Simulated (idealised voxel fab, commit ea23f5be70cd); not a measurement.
process module | voxel wiring stack
cross-section cut | 265 nm wide | cells 5 nm
A cross-section is a grid of square cells, given in bands from the top down. A band is one or more rows of cells.
Each band's line starts with the height of the band's top and of its bottom, in nm. Then come its materials from left to right, each with its width in nm. One material with "throughout" fills the band from edge to edge. "air" is empty space.
Height 0 is the level under which the wafer as received is all one material. The lowest band goes on downwards, as in "0 down".
A width such as "30 to 40" changes by the same amount from each row of cells to the next, from the band's top row to its bottom row.
"no change" after a step means that no cell of the cross-section changed.
closed voids: empty space of 8 cells or more with no open way to the top, each as width x height at its distance from the left edge, in nm
after a step's settings: what the simulator itself notes on the step
overlay nm, on a step with a mask: how far to the right of its planned place the mask lay; to the left if negative
plan
1 op RECEIVE | material Si
2 op CONFORMAL_DEP | material SiO2 | thk nm 10
3 op CONFORMAL_DEP | material SiCN | thk nm 5
4 op DIRECTIONAL_DEP | material lowk | thk nm 20
5 op DIRECTIONAL_DEP | material aC | thk nm 15
6 op PATTERN | tone open | mask id METAL_1 | material resist | width nm 20 | pitch nm 45 | thk nm 35 | overlay nm 0
7 op DIRECTIONAL_ETCH | etch materials aC | depth nm 15
8 op STRIP | etch materials resist
9 op DIRECTIONAL_ETCH | etch materials lowk | depth nm 20
10 op DIRECTIONAL_ETCH | etch materials SiCN | depth nm 5
11 op STRIP | etch materials aC
12 op CONFORMAL_DEP | material TiN | thk nm 5
13 op FILL_DEP | material Cu | thk nm 10
14 op CMP | height nm 35
15 op EPI | material Ru | thk nm 5
16 op FILL_DEP | material SiCN | thk nm 5
17 op DIRECTIONAL_DEP | material lowk | thk nm 10
18 op MASKED_ETCH | tone open | mask id PLUG_1 | width nm 15 | pitch nm 45 | etch materials lowk | depth nm 10 | overlay nm 0
19 op MASKED_ETCH | tone open | mask id PLUG_1 | width nm 15 | pitch nm 45 | etch materials SiCN | depth nm 5 | overlay nm 0
20 op CONFORMAL_DEP | material TiN | thk nm 5
21 op FILL_DEP | material Cu | thk nm 5
22 op CMP | height nm 55
23 op CONFORMAL_DEP | material SiCN | thk nm 5
24 op DIRECTIONAL_DEP | material lowk | thk nm 25
25 op MASKED_ETCH | tone open | mask id METAL_2 | width nm 20 | pitch nm 45 | etch materials lowk | depth nm 25 | overlay nm 0
26 op MASKED_ETCH | tone open | mask id METAL_2 | width nm 20 | pitch nm 45 | etch materials SiCN | depth nm 5 | overlay nm 0
27 op CONFORMAL_DEP | material TiN | thk nm 5
28 op FILL_DEP | material Cu | thk nm 10
29 op CMP | height nm 85
30 op CONFORMAL_DEP | material SiCN | thk nm 5
31 op DIRECTIONAL_DEP | material lowk | thk nm 10
32 op PATTERN | tone open | mask id PLUG_2 | material resist | width nm 15 | pitch nm 45 | thk nm 20 | overlay nm 0
33 op DIRECTIONAL_ETCH | etch materials lowk | depth nm 10
34 op DIRECTIONAL_ETCH | etch materials SiCN | depth nm 5
35 op STRIP | etch materials resist
36 op CONFORMAL_DEP | material TiN | thk nm 5
37 op FILL_DEP | material W | thk nm 10
38 op CMP | height nm 100
39 op DIRECTIONAL_DEP | material TiN | thk nm 5
40 op DIRECTIONAL_DEP | material Ru | thk nm 20
41 op MASKED_ETCH | tone cover | mask id METAL_3 | width nm 20 | pitch nm 45 | etch materials Ru | depth nm 20 | overlay nm 0
42 op MASKED_ETCH | tone cover | mask id METAL_3 | width nm 20 | pitch nm 45 | etch materials TiN | depth nm 5 | overlay nm 0
43 op CONFORMAL_DEP | material SiN | thk nm 5
44 op FILL_DEP | material lowk | thk nm 5
45 op CMP | height nm 125
46 op CONFORMAL_DEP | material SiCN | thk nm 5
47 op DIRECTIONAL_DEP | material lowk | thk nm 20
48 op DIRECTIONAL_DEP | material aC | thk nm 15
49 op PATTERN | tone open | mask id PLUG_3 | material resist | width nm 15 | thk nm 30 | overlay nm 0
50 op DIRECTIONAL_ETCH | etch materials aC | depth nm 15
51 op STRIP | etch materials resist
52 op DIRECTIONAL_ETCH | etch materials lowk | depth nm 20
53 op DIRECTIONAL_ETCH | etch materials SiCN | depth nm 5
54 op STRIP | etch materials aC
55 op CONFORMAL_DEP | material TiN | thk nm 5
56 op FILL_DEP | material W | thk nm 10
57 op CMP | height nm 150
58 op CONFORMAL_DEP | material SiN | thk nm 5
59 op DIRECTIONAL_DEP | material lowk | thk nm 15
60 op PATTERN | tone open | mask id METAL_4 | material resist | width nm 20 | pitch nm 45 | thk nm 15 | overlay nm 0
61 op DIRECTIONAL_ETCH | etch materials lowk | depth nm 15
62 op DIRECTIONAL_ETCH | etch materials SiN | depth nm 5
63 op STRIP | etch materials resist
64 op CONFORMAL_DEP | material TiN | thk nm 5
65 op FILL_DEP | material Cu | thk nm 10
66 op CMP | height nm 170
67 op CONFORMAL_DEP | material SiCN | thk nm 5
first wafer, as planned
as received, after step 1
  0 down: Si throughout
  closed voids: none
after step 2
  10 to 0: SiO2 throughout
  below 0: unchanged
after step 3
  15 to 10: SiCN throughout
  below 10: unchanged
after step 4
  35 to 15: lowk throughout
  below 15: unchanged
after step 5
  50 to 35: aC throughout
  below 35: unchanged
after step 6
  85 to 50: resist 100 | air 20 | resist 25 | air 20 | resist 100
  below 50: unchanged
after step 7
  70 to 50: resist 100 | air 20 | resist 25 | air 20 | resist 100
  50 to 35: aC 100 | air 20 | aC 25 | air 20 | aC 100
  below 35: unchanged
after step 8
  50 to 35: aC 100 | air 20 | aC 25 | air 20 | aC 100
  below 35: unchanged
after step 9
  50 to 35: aC 100 | air 20 | aC 25 | air 20 | aC 100
  35 to 15: lowk 100 | air 20 | lowk 25 | air 20 | lowk 100
  below 15: unchanged
after step 10
  50 to 35: aC 100 | air 20 | aC 25 | air 20 | aC 100
  35 to 15: lowk 100 | air 20 | lowk 25 | air 20 | lowk 100
  15 to 10: SiCN 100 | air 20 | SiCN 25 | air 20 | SiCN 100
  below 10: unchanged
after step 11
  35 to 15: lowk 100 | air 20 | lowk 25 | air 20 | lowk 100
  below 15: unchanged
after step 12
  40 to 35: TiN 105 | air 10 | TiN 35 | air 10 | TiN 105
  35 to 15: lowk 100 | TiN 5 | air 10 | TiN 5 | lowk 25 | TiN 5 | air 10 | TiN 5 | lowk 100
  15 to 10: SiCN 100 | TiN 20 | SiCN 25 | TiN 20 | SiCN 100
  below 10: unchanged
after step 13
  50 to 40: Cu throughout
  40 to 35: TiN 105 | Cu 10 | TiN 35 | Cu 10 | TiN 105
  35 to 15: lowk 100 | TiN 5 | Cu 10 | TiN 5 | lowk 25 | TiN 5 | Cu 10 | TiN 5 | lowk 100
  below 15: unchanged
after step 14
  35 to 15: lowk 100 | TiN 5 | Cu 10 | TiN 5 | lowk 25 | TiN 5 | Cu 10 | TiN 5 | lowk 100
  below 15: unchanged
after step 15
  40 to 35: air 95 | Ru 30 | air 15 | Ru 30 | air 95
  below 35: unchanged
after step 16
  45 to 40: SiCN throughout
  40 to 35: SiCN 95 | Ru 30 | SiCN 15 | Ru 30 | SiCN 95
  below 35: unchanged
after step 17
  55 to 45: lowk throughout
  below 45: unchanged
after step 18
  55 to 45: lowk 100 | air 15 | lowk 30 | air 15 | lowk 105
  below 45: unchanged
after step 19
  55 to 45: lowk 100 | air 15 | lowk 30 | air 15 | lowk 105
  45 to 40: SiCN 100 | air 15 | SiCN 30 | air 15 | SiCN 105
  below 40: unchanged
after step 20
  60 to 55: TiN 105 | air 5 | TiN 40 | air 5 | TiN 110
  55 to 45: lowk 100 | TiN 5 | air 5 | TiN 5 | lowk 30 | TiN 5 | air 5 | TiN 5 | lowk 105
  45 to 40: SiCN 100 | TiN 15 | SiCN 30 | TiN 15 | SiCN 105
  below 40: unchanged
after step 21
  65 to 60: Cu throughout
  60 to 55: TiN 105 | Cu 5 | TiN 40 | Cu 5 | TiN 110
  55 to 45: lowk 100 | TiN 5 | Cu 5 | TiN 5 | lowk 30 | TiN 5 | Cu 5 | TiN 5 | lowk 105
  below 45: unchanged
after step 22
  55 to 45: lowk 100 | TiN 5 | Cu 5 | TiN 5 | lowk 30 | TiN 5 | Cu 5 | TiN 5 | lowk 105
  below 45: unchanged
after step 23
  60 to 55: SiCN throughout
  below 55: unchanged
after step 24
  85 to 60: lowk throughout
  below 60: unchanged
after step 25
  85 to 60: lowk 100 | air 20 | lowk 25 | air 20 | lowk 100
  below 60: unchanged
after step 26
  85 to 60: lowk 100 | air 20 | lowk 25 | air 20 | lowk 100
  60 to 55: SiCN 100 | air 20 | SiCN 25 | air 20 | SiCN 100
  below 55: unchanged
after step 27
  90 to 85: TiN 105 | air 10 | TiN 35 | air 10 | TiN 105
  85 to 60: lowk 100 | TiN 5 | air 10 | TiN 5 | lowk 25 | TiN 5 | air 10 | TiN 5 | lowk 100
  60 to 55: SiCN 100 | TiN 20 | SiCN 25 | TiN 20 | SiCN 100
  below 55: unchanged
after step 28
  100 to 90: Cu throughout
  90 to 85: TiN 105 | Cu 10 | TiN 35 | Cu 10 | TiN 105
  85 to 60: lowk 100 | TiN 5 | Cu 10 | TiN 5 | lowk 25 | TiN 5 | Cu 10 | TiN 5 | lowk 100
  below 60: unchanged
after step 29
  85 to 60: lowk 100 | TiN 5 | Cu 10 | TiN 5 | lowk 25 | TiN 5 | Cu 10 | TiN 5 | lowk 100
  below 60: unchanged
after step 30
  90 to 85: SiCN throughout
  below 85: unchanged
after step 31
  100 to 90: lowk throughout
  below 90: unchanged
after step 32
  120 to 100: resist 100 | air 15 | resist 30 | air 15 | resist 105
  below 100: unchanged
after step 33
  120 to 100: resist 100 | air 15 | resist 30 | air 15 | resist 105
  100 to 90: lowk 100 | air 15 | lowk 30 | air 15 | lowk 105
  below 90: unchanged
after step 34
  120 to 100: resist 100 | air 15 | resist 30 | air 15 | resist 105
  100 to 90: lowk 100 | air 15 | lowk 30 | air 15 | lowk 105
  90 to 85: SiCN 100 | air 15 | SiCN 30 | air 15 | SiCN 105
  below 85: unchanged
after step 35
  100 to 90: lowk 100 | air 15 | lowk 30 | air 15 | lowk 105
  below 90: unchanged
after step 36
  105 to 100: TiN 105 | air 5 | TiN 40 | air 5 | TiN 110
  100 to 90: lowk 100 | TiN 5 | air 5 | TiN 5 | lowk 30 | TiN 5 | air 5 | TiN 5 | lowk 105
  90 to 85: SiCN 100 | TiN 15 | SiCN 30 | TiN 15 | SiCN 105
  below 85: unchanged
after step 37
  115 to 105: W throughout
  105 to 100: TiN 105 | W 5 | TiN 40 | W 5 | TiN 110
  100 to 90: lowk 100 | TiN 5 | W 5 | TiN 5 | lowk 30 | TiN 5 | W 5 | TiN 5 | lowk 105
  below 90: unchanged
after step 38
  100 to 90: lowk 100 | TiN 5 | W 5 | TiN 5 | lowk 30 | TiN 5 | W 5 | TiN 5 | lowk 105
  below 90: unchanged
after step 39
  105 to 100: TiN throughout
  below 100: unchanged
after step 40
  125 to 105: Ru throughout
  below 105: unchanged
after step 41
  125 to 105: air 100 | Ru 20 | air 25 | Ru 20 | air 100
  below 105: unchanged
after step 42
  125 to 105: air 100 | Ru 20 | air 25 | Ru 20 | air 100
  105 to 100: air 100 | TiN 20 | air 25 | TiN 20 | air 100
  below 100: unchanged
after step 43
  130 to 125: air 95 | SiN 30 | air 15 | SiN 30 | air 95
  125 to 105: air 95 | SiN 5 | Ru 20 | SiN 5 | air 15 | SiN 5 | Ru 20 | SiN 5 | air 95
  105 to 100: SiN 100 | TiN 20 | SiN 25 | TiN 20 | SiN 100
  below 100: unchanged
after step 44
  135 to 130: lowk throughout
  130 to 125: lowk 95 | SiN 30 | lowk 15 | SiN 30 | lowk 95
  125 to 105: lowk 95 | SiN 5 | Ru 20 | SiN 5 | lowk 15 | SiN 5 | Ru 20 | SiN 5 | lowk 95
  below 105: unchanged
after step 45
  125 to 105: lowk 95 | SiN 5 | Ru 20 | SiN 5 | lowk 15 | SiN 5 | Ru 20 | SiN 5 | lowk 95
  below 105: unchanged
after step 46
  130 to 125: SiCN throughout
  below 125: unchanged
after step 47
  150 to 130: lowk throughout
  below 130: unchanged
after step 48
  165 to 150: aC throughout
  below 150: unchanged
after step 49
  195 to 165: resist 100 | air 15 | resist 150
  below 165: unchanged
after step 50
  180 to 165: resist 100 | air 15 | resist 150
  165 to 150: aC 100 | air 15 | aC 150
  below 150: unchanged
after step 51
  165 to 150: aC 100 | air 15 | aC 150
  below 150: unchanged
after step 52
  165 to 150: aC 100 | air 15 | aC 150
  150 to 130: lowk 100 | air 15 | lowk 150
  below 130: unchanged
after step 53
  165 to 150: aC 100 | air 15 | aC 150
  150 to 130: lowk 100 | air 15 | lowk 150
  130 to 125: SiCN 100 | air 15 | SiCN 150
  below 125: unchanged
after step 54
  150 to 130: lowk 100 | air 15 | lowk 150
  below 130: unchanged
after step 55
  155 to 150: TiN 105 | air 5 | TiN 155
  150 to 130: lowk 100 | TiN 5 | air 5 | TiN 5 | lowk 150
  130 to 125: SiCN 100 | TiN 15 | SiCN 150
  below 125: unchanged
after step 56
  165 to 155: W throughout
  155 to 150: TiN 105 | W 5 | TiN 155
  150 to 130: lowk 100 | TiN 5 | W 5 | TiN 5 | lowk 150
  below 130: unchanged
after step 57
  150 to 130: lowk 100 | TiN 5 | W 5 | TiN 5 | lowk 150
  below 130: unchanged
after step 58
  155 to 150: SiN throughout
  below 150: unchanged
after step 59
  170 to 155: lowk throughout
  below 155: unchanged
after step 60
  185 to 170: resist 100 | air 20 | resist 25 | air 20 | resist 100
  below 170: unchanged
after step 61
  185 to 170: resist 100 | air 20 | resist 25 | air 20 | resist 100
  170 to 155: lowk 100 | air 20 | lowk 25 | air 20 | lowk 100
  below 155: unchanged
after step 62
  185 to 170: resist 100 | air 20 | resist 25 | air 20 | resist 100
  170 to 155: lowk 100 | air 20 | lowk 25 | air 20 | lowk 100
  155 to 150: SiN 100 | air 20 | SiN 25 | air 20 | SiN 100
  below 150: unchanged
after step 63
  170 to 155: lowk 100 | air 20 | lowk 25 | air 20 | lowk 100
  below 155: unchanged
after step 64
  175 to 170: TiN 105 | air 10 | TiN 35 | air 10 | TiN 105
  170 to 155: lowk 100 | TiN 5 | air 10 | TiN 5 | lowk 25 | TiN 5 | air 10 | TiN 5 | lowk 100
  155 to 150: SiN 100 | TiN 20 | SiN 25 | TiN 20 | SiN 100
  below 150: unchanged
after step 65
  185 to 175: Cu throughout
  175 to 170: TiN 105 | Cu 10 | TiN 35 | Cu 10 | TiN 105
  170 to 155: lowk 100 | TiN 5 | Cu 10 | TiN 5 | lowk 25 | TiN 5 | Cu 10 | TiN 5 | lowk 100
  below 155: unchanged
after step 66
  170 to 155: lowk 100 | TiN 5 | Cu 10 | TiN 5 | lowk 25 | TiN 5 | Cu 10 | TiN 5 | lowk 100
  below 155: unchanged
after step 67
  175 to 170: SiCN throughout
  below 170: unchanged
second wafer: like start, like plan, one mistake. Through step 22 it matches the first wafer
when step 23 should have ended
  70 to 55: SiCN throughout
  below 55: unchanged
when step 24 should have ended
  95 to 70: lowk throughout
  below 70: unchanged
when step 25 should have ended
  95 to 70: lowk 100 | air 20 | lowk 25 | air 20 | lowk 100
  below 70: unchanged
when step 26 should have ended
  95 to 70: lowk 100 | air 20 | lowk 25 | air 20 | lowk 100
  70 to 65: SiCN 100 | air 20 | SiCN 25 | air 20 | SiCN 100
  below 65: unchanged
when step 27 should have ended
  100 to 95: TiN 105 | air 10 | TiN 35 | air 10 | TiN 105
  95 to 70: lowk 100 | TiN 5 | air 10 | TiN 5 | lowk 25 | TiN 5 | air 10 | TiN 5 | lowk 100
  70 to 65: SiCN 100 | TiN 20 | SiCN 25 | TiN 20 | SiCN 100
  below 65: unchanged
when step 28 should have ended
  110 to 100: Cu throughout
  100 to 95: TiN 105 | Cu 10 | TiN 35 | Cu 10 | TiN 105
  95 to 70: lowk 100 | TiN 5 | Cu 10 | TiN 5 | lowk 25 | TiN 5 | Cu 10 | TiN 5 | lowk 100
  below 70: unchanged
when step 29 should have ended
  85 to 70: lowk 100 | TiN 5 | Cu 10 | TiN 5 | lowk 25 | TiN 5 | Cu 10 | TiN 5 | lowk 100
  below 70: unchanged
when step 30 should have ended
  90 to 85: SiCN throughout
  below 85: unchanged
when step 31 should have ended
  100 to 90: lowk throughout
  below 90: unchanged
when step 32 should have ended
  120 to 100: resist 100 | air 15 | resist 30 | air 15 | resist 105
  below 100: unchanged
when step 33 should have ended
  120 to 100: resist 100 | air 15 | resist 30 | air 15 | resist 105
  100 to 90: lowk 100 | air 15 | lowk 30 | air 15 | lowk 105
  below 90: unchanged
when step 34 should have ended
  120 to 100: resist 100 | air 15 | resist 30 | air 15 | resist 105
  100 to 90: lowk 100 | air 15 | lowk 30 | air 15 | lowk 105
  90 to 85: SiCN 100 | air 15 | SiCN 30 | air 15 | SiCN 105
  below 85: unchanged
when step 35 should have ended
  100 to 90: lowk 100 | air 15 | lowk 30 | air 15 | lowk 105
  below 90: unchanged
when step 36 should have ended
  105 to 100: TiN 105 | air 5 | TiN 40 | air 5 | TiN 110
  100 to 90: lowk 100 | TiN 5 | air 5 | TiN 5 | lowk 30 | TiN 5 | air 5 | TiN 5 | lowk 105
  90 to 85: SiCN 100 | TiN 15 | SiCN 30 | TiN 15 | SiCN 105
  below 85: unchanged
when step 37 should have ended
  115 to 105: W throughout
  105 to 100: TiN 105 | W 5 | TiN 40 | W 5 | TiN 110
  100 to 90: lowk 100 | TiN 5 | W 5 | TiN 5 | lowk 30 | TiN 5 | W 5 | TiN 5 | lowk 105
  below 90: unchanged
when step 38 should have ended
  100 to 90: lowk 100 | TiN 5 | W 5 | TiN 5 | lowk 30 | TiN 5 | W 5 | TiN 5 | lowk 105
  below 90: unchanged
when step 39 should have ended
  105 to 100: TiN throughout
  below 100: unchanged
when step 40 should have ended
  125 to 105: Ru throughout
  below 105: unchanged
when step 41 should have ended
  125 to 105: air 100 | Ru 20 | air 25 | Ru 20 | air 100
  below 105: unchanged
when step 42 should have ended
  125 to 105: air 100 | Ru 20 | air 25 | Ru 20 | air 100
  105 to 100: air 100 | TiN 20 | air 25 | TiN 20 | air 100
  below 100: unchanged
when step 43 should have ended
  130 to 125: air 95 | SiN 30 | air 15 | SiN 30 | air 95
  125 to 105: air 95 | SiN 5 | Ru 20 | SiN 5 | air 15 | SiN 5 | Ru 20 | SiN 5 | air 95
  105 to 100: SiN 100 | TiN 20 | SiN 25 | TiN 20 | SiN 100
  below 100: unchanged
when step 44 should have ended
  135 to 130: lowk throughout
  130 to 125: lowk 95 | SiN 30 | lowk 15 | SiN 30 | lowk 95
  125 to 105: lowk 95 | SiN 5 | Ru 20 | SiN 5 | lowk 15 | SiN 5 | Ru 20 | SiN 5 | lowk 95
  below 105: unchanged
when step 45 should have ended
  125 to 105: lowk 95 | SiN 5 | Ru 20 | SiN 5 | lowk 15 | SiN 5 | Ru 20 | SiN 5 | lowk 95
  below 105: unchanged
when step 46 should have ended
  130 to 125: SiCN throughout
  below 125: unchanged
when step 47 should have ended
  150 to 130: lowk throughout
  below 130: unchanged
when step 48 should have ended
  165 to 150: aC throughout
  below 150: unchanged
when step 49 should have ended
  195 to 165: resist 100 | air 15 | resist 150
  below 165: unchanged
when step 50 should have ended
  180 to 165: resist 100 | air 15 | resist 150
  165 to 150: aC 100 | air 15 | aC 150
  below 150: unchanged
when step 51 should have ended
  165 to 150: aC 100 | air 15 | aC 150
  below 150: unchanged
when step 52 should have ended
  165 to 150: aC 100 | air 15 | aC 150
  150 to 130: lowk 100 | air 15 | lowk 150
  below 130: unchanged
when step 53 should have ended
  165 to 150: aC 100 | air 15 | aC 150
  150 to 130: lowk 100 | air 15 | lowk 150
  130 to 125: SiCN 100 | air 15 | SiCN 150
  below 125: unchanged
when step 54 should have ended
  150 to 130: lowk 100 | air 15 | lowk 150
  below 130: unchanged
when step 55 should have ended
  155 to 150: TiN 105 | air 5 | TiN 155
  150 to 130: lowk 100 | TiN 5 | air 5 | TiN 5 | lowk 150
  130 to 125: SiCN 100 | TiN 15 | SiCN 150
  below 125: unchanged
when step 56 should have ended
  165 to 155: W throughout
  155 to 150: TiN 105 | W 5 | TiN 155
  150 to 130: lowk 100 | TiN 5 | W 5 | TiN 5 | lowk 150
  below 130: unchanged
when step 57 should have ended
  150 to 130: lowk 100 | TiN 5 | W 5 | TiN 5 | lowk 150
  below 130: unchanged
when step 58 should have ended
  155 to 150: SiN throughout
  below 150: unchanged
when step 59 should have ended
  170 to 155: lowk throughout
  below 155: unchanged
when step 60 should have ended
  185 to 170: resist 100 | air 20 | resist 25 | air 20 | resist 100
  below 170: unchanged
when step 61 should have ended
  185 to 170: resist 100 | air 20 | resist 25 | air 20 | resist 100
  170 to 155: lowk 100 | air 20 | lowk 25 | air 20 | lowk 100
  below 155: unchanged
when step 62 should have ended
  185 to 170: resist 100 | air 20 | resist 25 | air 20 | resist 100
  170 to 155: lowk 100 | air 20 | lowk 25 | air 20 | lowk 100
  155 to 150: SiN 100 | air 20 | SiN 25 | air 20 | SiN 100
  below 150: unchanged
when step 63 should have ended
  170 to 155: lowk 100 | air 20 | lowk 25 | air 20 | lowk 100
  below 155: unchanged
when step 64 should have ended
  175 to 170: TiN 105 | air 10 | TiN 35 | air 10 | TiN 105
  170 to 155: lowk 100 | TiN 5 | air 10 | TiN 5 | lowk 25 | TiN 5 | air 10 | TiN 5 | lowk 100
  155 to 150: SiN 100 | TiN 20 | SiN 25 | TiN 20 | SiN 100
  below 150: unchanged
when step 65 should have ended
  185 to 175: Cu throughout
  175 to 170: TiN 105 | Cu 10 | TiN 35 | Cu 10 | TiN 105
  170 to 155: lowk 100 | TiN 5 | Cu 10 | TiN 5 | lowk 25 | TiN 5 | Cu 10 | TiN 5 | lowk 100
  below 155: unchanged
when step 66 should have ended
  170 to 155: lowk 100 | TiN 5 | Cu 10 | TiN 5 | lowk 25 | TiN 5 | Cu 10 | TiN 5 | lowk 100
  below 155: unchanged
when step 67 should have ended
  175 to 170: SiCN throughout
  below 170: unchanged
what went wrong: step 23 ran as: op CONFORMAL_DEP | material SiCN | thk nm 15
at the end the second wafer has, in cells: 8 fewer of Cu | 106 more of SiCN | 8 fewer of TiN | 90 fewer of lowk
